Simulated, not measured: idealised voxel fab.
process module | voxel gate over fins
cross-section cut | 280 nm wide | cells 5 nm
A cross-section is a grid of square cells, given in bands from the top down. A band is one or more rows of cells.
Each band's line starts with the height of the band's top and of its bottom, in nm. Then come its materials from left to right, each with its width in nm. One material with "throughout" fills the band from edge to edge. "air" is empty space.
Height 0 is the level under which the wafer as received is all one material. The lowest band goes on downwards, as in "0 down".
A width such as "30 to 40" changes by the same amount from each row of cells to the next, from the band's top row to its bottom row.
"no change" after a step means that no cell of the cross-section changed.
closed voids: empty space of 8 cells or more with no open way to the top, each as width x height at its distance from the left edge, in nm
after a step's settings: what the simulator itself notes on the step
overlay nm, on a step with a mask: how far to the right of its planned place the mask lay; to the left if negative
plan
1 op RECEIVE | material Si
2 op CONFORMAL_DEP | material SiN | thk nm 5
3 op PATTERN | tone cover | mask id FINS | material resist | width nm 15 | pitch nm 45 | thk nm 20 | overlay nm -15
4 op DIRECTIONAL_ETCH | etch materials SiN | depth nm 5
5 op DIRECTIONAL_ETCH | etch materials Si | depth nm 35
6 op STRIP | etch materials resist
7 op FILL_DEP | material SiO2 | thk nm 15
8 op CMP | height nm 5
9 op SELECTIVE_ETCH | etch materials SiO2 | depth nm 20
10 op STRIP | etch materials SiN
11 op CONFORMAL_DEP | material HfO2 | thk nm 5
12 op CONFORMAL_DEP | material TiN | thk nm 5
13 op CONFORMAL_DEP | material TiAl | thk nm 5
14 op CONFORMAL_DEP | material TiN | thk nm 5
15 op FILL_DEP | material W | thk nm 10
16 op CMP | height nm 25
17 op CONFORMAL_DEP | material SiN | thk nm 10
varied across the wafers: overlay nm of step 3. The plan shows the first wafer's value. All wafers start alike
first wafer as received, after step 1
  0 down: Si throughout
  closed voids: none
each wafer at the end: cells of each material gained (+) or lost (-) since it was received, then its closed voids
overlay nm -15 | +68 HfO2 | -350 Si | +112 SiN | +200 SiO2 | +68 TiAl | +130 TiN | +164 W | closed voids: none
overlay nm -10 | +68 HfO2 | -350 Si | +112 SiN | +200 SiO2 | +68 TiAl | +130 TiN | +164 W | closed voids: none
overlay nm -5 | +68 HfO2 | -350 Si | +112 SiN | +200 SiO2 | +68 TiAl | +130 TiN | +164 W | closed voids: none
overlay nm 0 | +68 HfO2 | -350 Si | +112 SiN | +200 SiO2 | +68 TiAl | +130 TiN | +164 W | closed voids: none
overlay nm 5 | +68 HfO2 | -350 Si | +112 SiN | +200 SiO2 | +68 TiAl | +130 TiN | +164 W | closed voids: none
overlay nm 10 | +68 HfO2 | -350 Si | +112 SiN | +200 SiO2 | +68 TiAl | +130 TiN | +164 W | closed voids: none
overlay nm 15 | +68 HfO2 | -350 Si | +112 SiN | +200 SiO2 | +68 TiAl | +130 TiN | +164 W | closed voids: none
